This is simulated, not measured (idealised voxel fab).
Process module name: voxel gate over fins
The figure presents cross-section cut, which has a width of 230 nm and is divided into square cells with an edge length of 5 nm.
The cross-sections in this document take the form of a grid made of square cells. They are written out as bands, in order from top to bottom. Each band consists of one or more rows of cells.
Top height, bottom height, nm. Materials left to right, width each, nm. Single material + "full width" = fills band edge to edge. "blank" = empty.
Heights are measured from 0, the level below which the as-received wafer is all one material; the lowest band has no bottom and continues downward, written as in "0 and below".
So if you see something like "30 to 40" for the width, read it as the top row of the band sitting at the first number and the bottom row at the second, with every row in between moving by the same amount as the last.
"nothing was modified" after a step means that no cell of the cross-section changed.
"Closed void entries": empty spaces of 8 cells or more with no open way to the top, each given as width x height at distance, distance from the left edge, all in nm.
after a step's settings: what the simulator itself notes on the step
"overlay nm" denotes, for a step that has a mask, the displacement of the mask to the right of its planned place, with negative values corresponding to the left.
THIS SECTION LISTS THE PROCESS STEPS THAT WERE PLANNED
1 RECEIVE: material Si
2 CONFORMAL_DEP: material SiN, thk nm 5
3 PATTERN: tone cover, mask id FINS, material resist, width nm 15, pitch nm 50, thk nm 20, overlay nm 0
4 DIRECTIONAL_ETCH: etch materials SiN, depth nm 5
5 DIRECTIONAL_ETCH: etch materials Si, depth nm 40
6 STRIP: etch materials resist
7 FILL_DEP: material SiO2, thk nm 15
8 CMP: height nm 5
9 PATTERN: tone open, mask id RAIL, material resist, width nm 15, thk nm 20, overlay nm 0
10 DIRECTIONAL_ETCH: etch materials SiO2, depth nm 40
11 STRIP: etch materials resist
12 CONFORMAL_DEP: material TiN, thk nm 5
13 FILL_DEP: material Ru, thk nm 5
14 CMP: height nm 5
15 SELECTIVE_ETCH: etch materials W Ru TiN, depth nm 25
16 FILL_DEP: material SiO2, thk nm 5
17 CMP: height nm 5
18 SELECTIVE_ETCH: etch materials SiO2, depth nm 15
19 STRIP: etch materials SiN
20 CONFORMAL_DEP: material HfO2, thk nm 5
21 CONFORMAL_DEP: material TiN, thk nm 5
22 FILL_DEP: material W, thk nm 10
23 CMP: height nm 15
24 CONFORMAL_DEP: material SiCN, thk nm 10
THE FIRST OF TWO WAFERS, RUN AS PLANNED
RECEIVED-STATE CROSS-SECTION, REFLECTING COMPLETION OF STEP 1
> 0 and below = Si full width
> Closed void entries: none
STEP 2 COMPLETE: CROSS-SECTION THROUGH THE WAFER
> 5 down to 0 = SiN full width
> Below a height of 0, the structure has not been altered.
STEP 3 COMPLETE: CROSS-SECTION THROUGH THE WAFER
> 25 down to 5 = blank (55)  resist (15)  blank (35)  resist (15)  blank (35)  resist (15)  blank (60)
> Below a height of 5, the structure has not been altered.
STEP 4 COMPLETE: CROSS-SECTION THROUGH THE WAFER
> 25 down to 5 = blank (55)  resist (15)  blank (35)  resist (15)  blank (35)  resist (15)  blank (60)
> 5 down to 0 = blank (55)  SiN (15)  blank (35)  SiN (15)  blank (35)  SiN (15)  blank (60)
> Below a height of 0, the structure has not been altered.
STEP 5 COMPLETE: CROSS-SECTION THROUGH THE WAFER
> 25 down to 5 = blank (55)  resist (15)  blank (35)  resist (15)  blank (35)  resist (15)  blank (60)
> 5 down to 0 = blank (55)  SiN (15)  blank (35)  SiN (15)  blank (35)  SiN (15)  blank (60)
> 0 down to -40 = blank (55)  Si (15)  blank (35)  Si (15)  blank (35)  Si (15)  blank (60)
> Below a height of -40, the structure has not been altered.
STEP 6 COMPLETE: CROSS-SECTION THROUGH THE WAFER
> 5 down to 0 = blank (55)  SiN (15)  blank (35)  SiN (15)  blank (35)  SiN (15)  blank (60)
> Below a height of 0, the structure has not been altered.
STEP 7 COMPLETE: CROSS-SECTION THROUGH THE WAFER
> 20 down to 5 = SiO2 full width
> 5 down to 0 = SiO2 (55)  SiN (15)  SiO2 (35)  SiN (15)  SiO2 (35)  SiN (15)  SiO2 (60)
> 0 down to -40 = SiO2 (55)  Si (15)  SiO2 (35)  Si (15)  SiO2 (35)  Si (15)  SiO2 (60)
> Below a height of -40, the structure has not been altered.
STEP 8 COMPLETE: CROSS-SECTION THROUGH THE WAFER
> 5 down to 0 = SiO2 (55)  SiN (15)  SiO2 (35)  SiN (15)  SiO2 (35)  SiN (15)  SiO2 (60)
> Below a height of 0, the structure has not been altered.
STEP 9 COMPLETE: CROSS-SECTION THROUGH THE WAFER
> 25 down to 5 = resist (80)  blank (15)  resist (135)
> Below a height of 5, the structure has not been altered.
STEP 10 COMPLETE: CROSS-SECTION THROUGH THE WAFER
> 25 down to 5 = resist (80)  blank (15)  resist (135)
> 5 down to 0 = SiO2 (55)  SiN (15)  SiO2 (10)  blank (15)  SiO2 (10)  SiN (15)  SiO2 (35)  SiN (15)  SiO2 (60)
> 0 down to -35 = SiO2 (55)  Si (15)  SiO2 (10)  blank (15)  SiO2 (10)  Si (15)  SiO2 (35)  Si (15)  SiO2 (60)
> Below a height of -35, the structure has not been altered.
STEP 11 COMPLETE: CROSS-SECTION THROUGH THE WAFER
> 5 down to 0 = SiO2 (55)  SiN (15)  SiO2 (10)  blank (15)  SiO2 (10)  SiN (15)  SiO2 (35)  SiN (15)  SiO2 (60)
> Below a height of 0, the structure has not been altered.
STEP 12 COMPLETE: CROSS-SECTION THROUGH THE WAFER
> 10 down to 5 = TiN (85)  blank (5)  TiN (140)
> 5 down to 0 = SiO2 (55)  SiN (15)  SiO2 (10)  TiN (5)  blank (5)  TiN (5)  SiO2 (10)  SiN (15)  SiO2 (35)  SiN (15)  SiO2 (60)
> 0 down to -30 = SiO2 (55)  Si (15)  SiO2 (10)  TiN (5)  blank (5)  TiN (5)  SiO2 (10)  Si (15)  SiO2 (35)  Si (15)  SiO2 (60)
> -30 down to -35 = SiO2 (55)  Si (15)  SiO2 (10)  TiN (15)  SiO2 (10)  Si (15)  SiO2 (35)  Si (15)  SiO2 (60)
> Below a height of -35, the structure has not been altered.
STEP 13 COMPLETE: CROSS-SECTION THROUGH THE WAFER
> 15 down to 10 = Ru full width
> 10 down to 5 = TiN (85)  Ru (5)  TiN (140)
> 5 down to 0 = SiO2 (55)  SiN (15)  SiO2 (10)  TiN (5)  Ru (5)  TiN (5)  SiO2 (10)  SiN (15)  SiO2 (35)  SiN (15)  SiO2 (60)
> 0 down to -30 = SiO2 (55)  Si (15)  SiO2 (10)  TiN (5)  Ru (5)  TiN (5)  SiO2 (10)  Si (15)  SiO2 (35)  Si (15)  SiO2 (60)
> Below a height of -30, the structure has not been altered.
STEP 14 COMPLETE: CROSS-SECTION THROUGH THE WAFER
> 5 down to 0 = SiO2 (55)  SiN (15)  SiO2 (10)  TiN (5)  Ru (5)  TiN (5)  SiO2 (10)  SiN (15)  SiO2 (35)  SiN (15)  SiO2 (60)
> Below a height of 0, the structure has not been altered.
STEP 15 COMPLETE: CROSS-SECTION THROUGH THE WAFER
> 5 down to 0 = SiO2 (55)  SiN (15)  SiO2 (10)  blank (15)  SiO2 (10)  SiN (15)  SiO2 (35)  SiN (15)  SiO2 (60)
> 0 down to -20 = SiO2 (55)  Si (15)  SiO2 (10)  blank (15)  SiO2 (10)  Si (15)  SiO2 (35)  Si (15)  SiO2 (60)
> Below a height of -20, the structure has not been altered.
STEP 16 COMPLETE: CROSS-SECTION THROUGH THE WAFER
> 10 down to 5 = SiO2 full width
> 5 down to 0 = SiO2 (55)  SiN (15)  SiO2 (35)  SiN (15)  SiO2 (35)  SiN (15)  SiO2 (60)
> 0 down to -20 = SiO2 (55)  Si (15)  SiO2 (35)  Si (15)  SiO2 (35)  Si (15)  SiO2 (60)
> Below a height of -20, the structure has not been altered.
STEP 17 COMPLETE: CROSS-SECTION THROUGH THE WAFER
> 5 down to 0 = SiO2 (55)  SiN (15)  SiO2 (35)  SiN (15)  SiO2 (35)  SiN (15)  SiO2 (60)
> Below a height of 0, the structure has not been altered.
STEP 18 COMPLETE: CROSS-SECTION THROUGH THE WAFER
> 5 down to 0 = blank (55)  SiN (15)  blank (35)  SiN (15)  blank (35)  SiN (15)  blank (60)
> 0 down to -10 = blank (55)  Si (15)  blank (35)  Si (15)  blank (35)  Si (15)  blank (60)
> Below a height of -10, the structure has not been altered.
STEP 19 COMPLETE: CROSS-SECTION THROUGH THE WAFER
> 0 down to -10 = blank (55)  Si (15)  blank (35)  Si (15)  blank (35)  Si (15)  blank (60)
> Below a height of -10, the structure has not been altered.
STEP 20 COMPLETE: CROSS-SECTION THROUGH THE WAFER
> 5 down to 0 = blank (50)  HfO2 (25)  blank (25)  HfO2 (25)  blank (25)  HfO2 (25)  blank (55)
> 0 down to -5 = blank (50)  HfO2 (5)  Si (15)  HfO2 (5)  blank (25)  HfO2 (5)  Si (15)  HfO2 (5)  blank (25)  HfO2 (5)  Si (15)  HfO2 (5)  blank (55)
> -5 down to -10 = HfO2 (55)  Si (15)  HfO2 (35)  Si (15)  HfO2 (35)  Si (15)  HfO2 (60)
> Below a height of -10, the structure has not been altered.
STEP 21 COMPLETE: CROSS-SECTION THROUGH THE WAFER
> 10 down to 5 = blank (45)  TiN (35)  blank (15)  TiN (35)  blank (15)  TiN (35)  blank (50)
> 5 down to 0 = blank (45)  TiN (5)  HfO2 (25)  TiN (5)  blank (15)  TiN (5)  HfO2 (25)  TiN (5)  blank (15)  TiN (5)  HfO2 (25)  TiN (5)  blank (50)
> 0 down to -5 = TiN (50)  HfO2 (5)  Si (15)  HfO2 (5)  TiN (25)  HfO2 (5)  Si (15)  HfO2 (5)  TiN (25)  HfO2 (5)  Si (15)  HfO2 (5)  TiN (55)
> Below a height of -5, the structure has not been altered.
STEP 22 COMPLETE: CROSS-SECTION THROUGH THE WAFER
> 20 down to 10 = W full width
> 10 down to 5 = W (45)  TiN (35)  W (15)  TiN (35)  W (15)  TiN (35)  W (50)
> 5 down to 0 = W (45)  TiN (5)  HfO2 (25)  TiN (5)  W (15)  TiN (5)  HfO2 (25)  TiN (5)  W (15)  TiN (5)  HfO2 (25)  TiN (5)  W (50)
> Below a height of 0, the structure has not been altered.
STEP 23 COMPLETE: CROSS-SECTION THROUGH THE WAFER
> 15 down to 10 = W full width
> Below a height of 10, the structure has not been altered.
STEP 24 COMPLETE: CROSS-SECTION THROUGH THE WAFER
> 25 down to 15 = SiCN full width
> Below a height of 15, the structure has not been altered.
FOR THE SECOND WAFER, TAKE THE FIRST WAFER'S START AND PLAN, THEN ADD ONE MISTAKE MADE IN RUNNING IT; EVERYTHING THROUGH STEP 16, THAT STEP INCLUDED, IS SHARED WITH THE FIRST
SECOND WAFER, SECTIONED VIEW, AT STEP 17'S PLANNED END TIME
> -5 down to -20 = SiO2 (55)  Si (15)  SiO2 (35)  Si (15)  SiO2 (35)  Si (15)  SiO2 (60)
> Below a height of -20, the structure has not been altered.
SECOND WAFER, SECTIONED VIEW, AT STEP 18'S PLANNED END TIME
> -5 down to -20 = blank (55)  Si (15)  blank (35)  Si (15)  blank (35)  Si (15)  blank (60)
> Below a height of -20, the structure has not been altered.
Second wafer, sectioned view, at step 19's planned end time: nothing was modified
SECOND WAFER, SECTIONED VIEW, AT STEP 20'S PLANNED END TIME
> 0 down to -5 = blank (50)  HfO2 (25)  blank (25)  HfO2 (25)  blank (25)  HfO2 (25)  blank (55)
> -5 down to -15 = blank (50)  HfO2 (5)  Si (15)  HfO2 (5)  blank (25)  HfO2 (5)  Si (15)  HfO2 (5)  blank (25)  HfO2 (5)  Si (15)  HfO2 (5)  blank (55)
> -15 down to -20 = HfO2 (55)  Si (15)  HfO2 (35)  Si (15)  HfO2 (35)  Si (15)  HfO2 (60)
> Below a height of -20, the structure has not been altered.
SECOND WAFER, SECTIONED VIEW, AT STEP 21'S PLANNED END TIME
> 5 down to 0 = blank (45)  TiN (35)  blank (15)  TiN (35)  blank (15)  TiN (35)  blank (50)
> 0 down to -5 = blank (45)  TiN (5)  HfO2 (25)  TiN (5)  blank (15)  TiN (5)  HfO2 (25)  TiN (5)  blank (15)  TiN (5)  HfO2 (25)  TiN (5)  blank (50)
> -5 down to -10 = blank (45)  TiN (5)  HfO2 (5)  Si (15)  HfO2 (5)  TiN (5)  blank (15)  TiN (5)  HfO2 (5)  Si (15)  HfO2 (5)  TiN (5)  blank (15)  TiN (5)  HfO2 (5)  Si (15)  HfO2 (5)  TiN (5)  blank (50)
> -10 down to -15 = TiN (50)  HfO2 (5)  Si (15)  HfO2 (5)  TiN (25)  HfO2 (5)  Si (15)  HfO2 (5)  TiN (25)  HfO2 (5)  Si (15)  HfO2 (5)  TiN (55)
> Below a height of -15, the structure has not been altered.
SECOND WAFER, SECTIONED VIEW, AT STEP 22'S PLANNED END TIME
> 15 down to 5 = W full width
> 5 down to 0 = W (45)  TiN (35)  W (15)  TiN (35)  W (15)  TiN (35)  W (50)
> 0 down to -5 = W (45)  TiN (5)  HfO2 (25)  TiN (5)  W (15)  TiN (5)  HfO2 (25)  TiN (5)  W (15)  TiN (5)  HfO2 (25)  TiN (5)  W (50)
> -5 down to -10 = W (45)  TiN (5)  HfO2 (5)  Si (15)  HfO2 (5)  TiN (5)  W (15)  TiN (5)  HfO2 (5)  Si (15)  HfO2 (5)  TiN (5)  W (15)  TiN (5)  HfO2 (5)  Si (15)  HfO2 (5)  TiN (5)  W (50)
> Below a height of -10, the structure has not been altered.
Second wafer, sectioned view, at step 23's planned end time: nothing was modified
SECOND WAFER, SECTIONED VIEW, AT STEP 24'S PLANNED END TIME
> 25 down to 15 = SiCN full width
> Below a height of 15, the structure has not been altered.
What was the processing mistake? step 17 went in with a setting other than planned; the actual run was CMP: height nm -5
Final wafer comparison in cells, second versus first, more or fewer per material: HfO2: 6 more; Si: 9 fewer; SiO2: 74 fewer; TiN: 6 more; W: 71 more
